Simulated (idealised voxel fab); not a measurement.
The name of this process module is voxel transistor to metal.
In the cross-section labelled cut, the width is 260 nm and each square cell is 5 nm.
The cross-sections in this document take the form of a grid made of square cells. They are written out as bands, in order from top to bottom. Each band consists of one or more rows of cells.
It is stipulated that each band's entry specify, in nanometres, the height of the top of the band and then that of its bottom, followed by the materials of the band in left-to-right sequence, each together with its width in nanometres. A single material marked by the word "full width" is understood to fill the band from edge to edge; the word "blank" is understood to denote empty space.
Heights are expressed relative to 0, this being the level below which the as-received wafer comprises one material exclusively. The lowest band is unbounded in the downward direction and is denoted as in "0 and below".
It should be noted that a width expressed as "30..40" varies in equal increments from row to row of cells within the band, taking the value of the first number at the top row and that of the second number at the bottom row.
"identical to before" for a step: no cell of the cross-section changed in that step.
"Fully closed voids": empty spaces of 8 cells or more with no open way to the top, each given as width x height at distance, distance from the left edge, all in nm.
Read whatever lies past the settings on a step's line as the simulator's own remark about the step.
On any step carrying a mask, the "overlay nm" setting, if present on the step's line, tells how far right of its planned place the mask lay; negative values point to the left.

# Steps planned for the process
1: RECEIVE [material Si]
2: OXIDIZE [depth nm 5]
3: CONFORMAL_DEP [material SiN] [thk nm 10]
4: PATTERN [tone cover] [mask id ACTIVE] [material resist] [width nm 105] [pitch nm 125] [thk nm 15] [overlay nm 0]
5: DIRECTIONAL_ETCH [etch materials SiN] [depth nm 10]
6: DIRECTIONAL_ETCH [etch materials SiO2] [depth nm 5]
7: DIRECTIONAL_ETCH [etch materials Si] [depth nm 30]
8: STRIP [etch materials resist]
9: OXIDIZE [depth nm 5]
10: FILL_DEP [material SiO2] [thk nm 15]
11: CMP [height nm 10]
12: SELECTIVE_ETCH [etch materials SiO2] [depth nm 5]
13: STRIP [etch materials SiN]
14: SELECTIVE_ETCH [etch materials SiO2] [depth nm 5]
15: OXIDIZE [depth nm 5]
16: DIRECTIONAL_DEP [material polySi] [thk nm 30]
17: DIRECTIONAL_DEP [material SiCN] [thk nm 10]
18: MASKED_ETCH [tone cover] [mask id GATE] [width nm 15] [pitch nm 125] [etch materials SiCN] [depth nm 20] [overlay nm 0]
19: MASKED_ETCH [tone cover] [mask id GATE] [width nm 15] [pitch nm 125] [etch materials polySi] [depth nm 40] [overlay nm 0]
20: CONFORMAL_DEP [material SiO2] [thk nm 5]
21: DIRECTIONAL_ETCH [etch materials SiO2] [depth nm 5]
22: CONFORMAL_DEP [material SiN] [thk nm 10]
23: DIRECTIONAL_ETCH [etch materials SiN] [depth nm 10]
24: DIRECTIONAL_ETCH [etch materials SiO2] [depth nm 5]
25: EPI [material SiGe] [thk nm 5]
26: FILL_DEP [material SiO2] [thk nm 10]
27: CMP [height nm 35]
28: DIRECTIONAL_DEP [material SiO2] [thk nm 15]
29: PATTERN [tone open] [mask id CONTACT] [material resist] [width nm 20] [thk nm 15] [overlay nm 0]
30: DIRECTIONAL_ETCH [etch materials SiO2] [depth nm 55]
31: STRIP [etch materials resist]
32: CONFORMAL_DEP [material TiN] [thk nm 5]
33: FILL_DEP [material Ru] [thk nm 5]
34: CMP [height nm 50]
35: CONFORMAL_DEP [material SiCN] [thk nm 5]
36: DIRECTIONAL_DEP [material lowk] [thk nm 15]
37: MASKED_ETCH [tone open] [mask id METAL_1] [width nm 15] [etch materials lowk] [depth nm 15] [overlay nm 0]
38: MASKED_ETCH [tone open] [mask id METAL_1] [width nm 20] [etch materials SiCN] [depth nm 5] [overlay nm 0]
39: CONFORMAL_DEP [material TiN] [thk nm 5]
40: FILL_DEP [material W] [thk nm 10]
41: CMP [height nm 70]
42: CONFORMAL_DEP [material SiCN] [thk nm 5]
43: DIRECTIONAL_DEP [material SiO2] [thk nm 35]
44: DIRECTIONAL_DEP [material aC] [thk nm 10]
45: PATTERN [tone open] [mask id METAL_2_HOLES] [material resist] [width nm 15] [pitch nm 125] [thk nm 30] [overlay nm 0]
46: DIRECTIONAL_ETCH [etch materials aC] [depth nm 10]
47: STRIP [etch materials resist]
48: DIRECTIONAL_ETCH [etch materials SiO2] [depth nm 35]
49: STRIP [etch materials aC]
50: PATTERN [tone open] [mask id METAL_2] [material resist] [width nm 20] [pitch nm 125] [thk nm 20] [overlay nm 0]
51: DIRECTIONAL_ETCH [etch materials SiO2] [depth nm 20]
52: DIRECTIONAL_ETCH [etch materials SiCN] [depth nm 5]
53: STRIP [etch materials resist]
54: CONFORMAL_DEP [material TiN] [thk nm 5]
55: FILL_DEP [material Cu] [thk nm 5]
56: CMP [height nm 110]
57: CONFORMAL_DEP [material SiN] [thk nm 5]
Keep in mind the plan's value for the width nm of step 37 comes from the first wafer; the wafers don't share that setting, but they do share the same starting point.

# Cut through the first of several wafers as received, post step 1
* 0 and below: Si full width
* Fully closed voids: none

# After the module's final step, step 57: the first of several wafers in cross-section
* 115 down to 110: SiN full width
* 110 down to 95: 25 of SiO2, then 5 of TiN, then 10 of Cu, then 5 of TiN, then 105 of SiO2, then 5 of TiN, then 10 of Cu, then 5 of TiN, then 90 of SiO2
* 95 down to 90: 25 of SiO2, then 5 of TiN, then 5 of Cu, then 10 of TiN, then 105 of SiO2, then 5 of TiN, then 5 of Cu, then 10 of TiN, then 90 of SiO2
* 90 down to 75: 25 of SiO2, then 5 of TiN, then 5 of Cu, then 5 of TiN, then 110 of SiO2, then 5 of TiN, then 5 of Cu, then 5 of TiN, then 95 of SiO2
* 75 down to 70: 25 of SiCN, then 15 of TiN, then 110 of SiCN, then 15 of TiN, then 95 of SiCN
* 70 down to 55: 30 of lowk, then 5 of TiN, then 5 of W, then 5 of TiN, then 50 of lowk, then 5 of TiN, then 5 of W, then 5 of TiN, then 45 of lowk, then 5 of TiN, then 5 of W, then 5 of TiN, then 50 of lowk, then 5 of TiN, then 5 of W, then 5 of TiN, then 25 of lowk
* 55 down to 50: 30 of SiCN, then 15 of TiN, then 50 of SiCN, then 15 of TiN, then 45 of SiCN, then 15 of TiN, then 50 of SiCN, then 15 of TiN, then 25 of SiCN
* 50 down to 35: 25 of SiO2, then 5 of TiN, then 10 of Ru, then 5 of TiN, then 45 of SiO2, then 5 of TiN, then 10 of Ru, then 5 of TiN, then 40 of SiO2, then 5 of TiN, then 10 of Ru, then 5 of TiN, then 45 of SiO2, then 5 of TiN, then 10 of Ru, then 5 of TiN, then 25 of SiO2
* 35 down to 25: 25 of SiO2, then 5 of TiN, then 10 of Ru, then 5 of TiN, then 10 of SiN, then 5 of SiO2, then 15 of SiCN, then 5 of SiO2, then 10 of SiN, then 5 of TiN, then 10 of Ru, then 5 of TiN, then 40 of SiO2, then 5 of TiN, then 10 of Ru, then 5 of TiN, then 10 of SiN, then 5 of SiO2, then 15 of SiCN, then 5 of SiO2, then 10 of SiN, then 5 of TiN, then 10 of Ru, then 5 of TiN, then 25 of SiO2
* 25 down to 0: 25 of SiO2, then 5 of TiN, then 10 of Ru, then 5 of TiN, then 10 of SiN, then 5 of SiO2, then 15 of polySi, then 5 of SiO2, then 10 of SiN, then 5 of TiN, then 10 of Ru, then 5 of TiN, then 40 of SiO2, then 5 of TiN, then 10 of Ru, then 5 of TiN, then 10 of SiN, then 5 of SiO2, then 15 of polySi, then 5 of SiO2, then 10 of SiN, then 5 of TiN, then 10 of Ru, then 5 of TiN, then 25 of SiO2
* 0 down to -5: 15 of SiO2, then 10 of SiN, then 20 of TiN, then 10 of SiN, then 5 of SiO2, then 15 of polySi, then 5 of SiO2, then 10 of SiN, then 20 of TiN, then 10 of SiN, then 20 of SiO2, then 10 of SiN, then 20 of TiN, then 10 of SiN, then 5 of SiO2, then 15 of polySi, then 5 of SiO2, then 10 of SiN, then 20 of TiN, then 10 of SiN, then 15 of SiO2
* -5 down to -10: 25 of SiO2, then 20 of SiGe, then 45 of SiO2, then 20 of SiGe, then 40 of SiO2, then 20 of SiGe, then 45 of SiO2, then 20 of SiGe, then 25 of SiO2
* -10 down to -40: 20 of SiO2, then 95 of Si, then 30 of SiO2, then 95 of Si, then 20 of SiO2
* -40 and below: Si full width
* Fully closed voids: none

# Here's the last wafer cross-sectioned at the end of the module
* 115 down to 110: SiN full width
* 110 down to 95: 25 of SiO2, then 5 of TiN, then 10 of Cu, then 5 of TiN, then 105 of SiO2, then 5 of TiN, then 10 of Cu, then 5 of TiN, then 90 of SiO2
* 95 down to 90: 25 of SiO2, then 5 of TiN, then 5 of Cu, then 10 of TiN, then 105 of SiO2, then 5 of TiN, then 5 of Cu, then 10 of TiN, then 90 of SiO2
* 90 down to 75: 25 of SiO2, then 5 of TiN, then 5 of Cu, then 5 of TiN, then 110 of SiO2, then 5 of TiN, then 5 of Cu, then 5 of TiN, then 95 of SiO2
* 75 down to 70: 25 of SiCN, then 15 of TiN, then 110 of SiCN, then 15 of TiN, then 95 of SiCN
* 70 down to 60: 20 of lowk, then 5 of TiN, then 25 of W, then 5 of TiN, then 30 of lowk, then 5 of TiN, then 25 of W, then 5 of TiN, then 25 of lowk, then 5 of TiN, then 25 of W, then 5 of TiN, then 30 of lowk, then 5 of TiN, then 25 of W, then 5 of TiN, then 15 of lowk
* 60 down to 55: 20 of lowk, then 10 of TiN, then 10 of W, then 15 of TiN, then 30 of lowk, then 10 of TiN, then 10 of W, then 15 of TiN, then 25 of lowk, then 10 of TiN, then 10 of W, then 15 of TiN, then 30 of lowk, then 10 of TiN, then 10 of W, then 15 of TiN, then 15 of lowk
* 55 down to 50: 25 of SiCN, then 20 of TiN, then 45 of SiCN, then 20 of TiN, then 40 of SiCN, then 20 of TiN, then 45 of SiCN, then 20 of TiN, then 25 of SiCN
* 50 down to 35: 25 of SiO2, then 5 of TiN, then 10 of Ru, then 5 of TiN, then 45 of SiO2, then 5 of TiN, then 10 of Ru, then 5 of TiN, then 40 of SiO2, then 5 of TiN, then 10 of Ru, then 5 of TiN, then 45 of SiO2, then 5 of TiN, then 10 of Ru, then 5 of TiN, then 25 of SiO2
* 35 down to 25: 25 of SiO2, then 5 of TiN, then 10 of Ru, then 5 of TiN, then 10 of SiN, then 5 of SiO2, then 15 of SiCN, then 5 of SiO2, then 10 of SiN, then 5 of TiN, then 10 of Ru, then 5 of TiN, then 40 of SiO2, then 5 of TiN, then 10 of Ru, then 5 of TiN, then 10 of SiN, then 5 of SiO2, then 15 of SiCN, then 5 of SiO2, then 10 of SiN, then 5 of TiN, then 10 of Ru, then 5 of TiN, then 25 of SiO2
* 25 down to 0: 25 of SiO2, then 5 of TiN, then 10 of Ru, then 5 of TiN, then 10 of SiN, then 5 of SiO2, then 15 of polySi, then 5 of SiO2, then 10 of SiN, then 5 of TiN, then 10 of Ru, then 5 of TiN, then 40 of SiO2, then 5 of TiN, then 10 of Ru, then 5 of TiN, then 10 of SiN, then 5 of SiO2, then 15 of polySi, then 5 of SiO2, then 10 of SiN, then 5 of TiN, then 10 of Ru, then 5 of TiN, then 25 of SiO2
* 0 down to -5: 15 of SiO2, then 10 of SiN, then 20 of TiN, then 10 of SiN, then 5 of SiO2, then 15 of polySi, then 5 of SiO2, then 10 of SiN, then 20 of TiN, then 10 of SiN, then 20 of SiO2, then 10 of SiN, then 20 of TiN, then 10 of SiN, then 5 of SiO2, then 15 of polySi, then 5 of SiO2, then 10 of SiN, then 20 of TiN, then 10 of SiN, then 15 of SiO2
* -5 down to -10: 25 of SiO2, then 20 of SiGe, then 45 of SiO2, then 20 of SiGe, then 40 of SiO2, then 20 of SiGe, then 45 of SiO2, then 20 of SiGe, then 25 of SiO2
* -10 down to -40: 20 of SiO2, then 95 of Si, then 30 of SiO2, then 95 of Si, then 20 of SiO2
* -40 and below: Si full width
* Fully closed voids: none

# Quick key for the table: a row per wafer, taken at the end of the module. For each material it tells you how many cells the wafer gained (+) or lost (-) since it came in, and the closed voids come after
width nm 15 | +20 Cu | +80 Ru | -188 Si | +98 SiCN | +16 SiGe | +124 SiN | +710 SiO2 | +168 TiN | +12 W | +120 lowk | +36 polySi | Fully closed voids: none
width nm 20 | +20 Cu | +80 Ru | -188 Si | +94 SiCN | +16 SiGe | +124 SiN | +710 SiO2 | +172 TiN | +24 W | +108 lowk | +36 polySi | Fully closed voids: none
width nm 25 | +20 Cu | +80 Ru | -188 Si | +94 SiCN | +16 SiGe | +124 SiN | +710 SiO2 | +176 TiN | +32 W | +96 lowk | +36 polySi | Fully closed voids: none
width nm 30 | +20 Cu | +80 Ru | -188 Si | +94 SiCN | +16 SiGe | +124 SiN | +710 SiO2 | +180 TiN | +40 W | +84 lowk | +36 polySi | Fully closed voids: none
width nm 35 | +20 Cu | +80 Ru | -188 Si | +94 SiCN | +16 SiGe | +124 SiN | +710 SiO2 | +184 TiN | +48 W | +72 lowk | +36 polySi | Fully closed voids: none
